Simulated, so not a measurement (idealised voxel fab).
Process module under the name voxel plated lines
Displayed cross-section: cut, width of 240 nm, square cells sized 5 nm.
Square cells in a grid make up a cross-section in this document, and the grid is given as bands, listed from the top down, each one or more rows of cells. Read a band's entry like this: the first values are the height of its top and the height of its bottom in nm, and what follows is the sequence of materials from left to right, each with its width in nm. Note that "air" is empty space, and that a single material marked "throughout" reaches across the band from edge to edge. Measure heights from 0. That's the level where, below it, the as-received wafer is all one material. The lowest band is bottomless and extends downward; write it as in "from 0 down". The two numbers in a width such as "30 to 40" mark its ends across the band: the first belongs to the top row of cells, the second to the bottom row, and from each row to the next the width moves by the same amount. "everything unchanged", as given for a step, is the statement that not any cell of the cross-section underwent a change during that step. The entry titled "Completely enclosed voids" provides the empty spaces that have no open way to the top, restricted to those of 8 cells or more. Each is presented as width x height at distance, the distance being measured from the left edge, with all three in nm. Anything after a step's settings on that line? It's the simulator's own note about the step. overlay nm: mask right of planned place by this much (step with mask). Neg. = left.

**The process steps that were planned are listed below**
1 RECEIVE: material Si
2 CONFORMAL_DEP: material Al2O3, thk nm 10
3 DIRECTIONAL_DEP: material TiN, thk nm 5
4 PATTERN: tone open, mask id LINES, material resist, width nm 20, pitch nm 60, thk nm 30, overlay nm 0
5 EPI: material Ru, thk nm 10
6 EPI: material Ru, thk nm 10
7 STRIP: etch materials resist
8 DIRECTIONAL_ETCH: etch materials TiN, depth nm 5
9 CONFORMAL_DEP: material SiN, thk nm 5
varied across the wafers: width nm of step 4. The plan shows the first wafer's value. All wafers start alike

**Cross-section: the first of several wafers in its as-received state, i.e. following step 1**
	from 0 down  Si throughout
	Completely enclosed voids: none

**End-of-module cross-section, first of several wafers, after last step 9**
	from 40 to 35  air (15), SiN (30), air (30), SiN (30), air (30), SiN (30), air (30), SiN (30), air (15)
	from 35 to 15  air (15), SiN (5), Ru (20), SiN (5), air (30), SiN (5), Ru (20), SiN (5), air (30), SiN (5), Ru (20), SiN (5), air (30), SiN (5), Ru (20), SiN (5), air (15)
	from 15 to 10  SiN (20), TiN (20), SiN (40), TiN (20), SiN (40), TiN (20), SiN (40), TiN (20), SiN (20)
	from 10 to 0  Al2O3 throughout
	from 0 down  Si throughout
	Completely enclosed voids: none

**A cross-section through the last wafer at the close of the module**
	from 40 to 35  air (10), SiN (40), air (20), SiN (40), air (20), SiN (40), air (20), SiN (40), air (10)
	from 35 to 15  air (10), SiN (5), Ru (30), SiN (5), air (20), SiN (5), Ru (30), SiN (5), air (20), SiN (5), Ru (30), SiN (5), air (20), SiN (5), Ru (30), SiN (5), air (10)
	from 15 to 10  SiN (15), TiN (30), SiN (30), TiN (30), SiN (30), TiN (30), SiN (30), TiN (30), SiN (15)
	from 10 to 0  Al2O3 throughout
	from 0 down  Si throughout
	Completely enclosed voids: none

**Here is how to read the rows: every wafer has a row, and it shows the wafer at the end of the module, giving for each material how many cells were gained (+) or lost (-) since the wafer was received, then listing its closed voids**
width nm 20 | +96 Al2O3 | +64 Ru | +88 SiN | +16 TiN | Completely enclosed voids: none
width nm 25 | +96 Al2O3 | +80 Ru | +88 SiN | +20 TiN | Completely enclosed voids: none
width nm 30 | +96 Al2O3 | +96 Ru | +88 SiN | +24 TiN | Completely enclosed voids: none
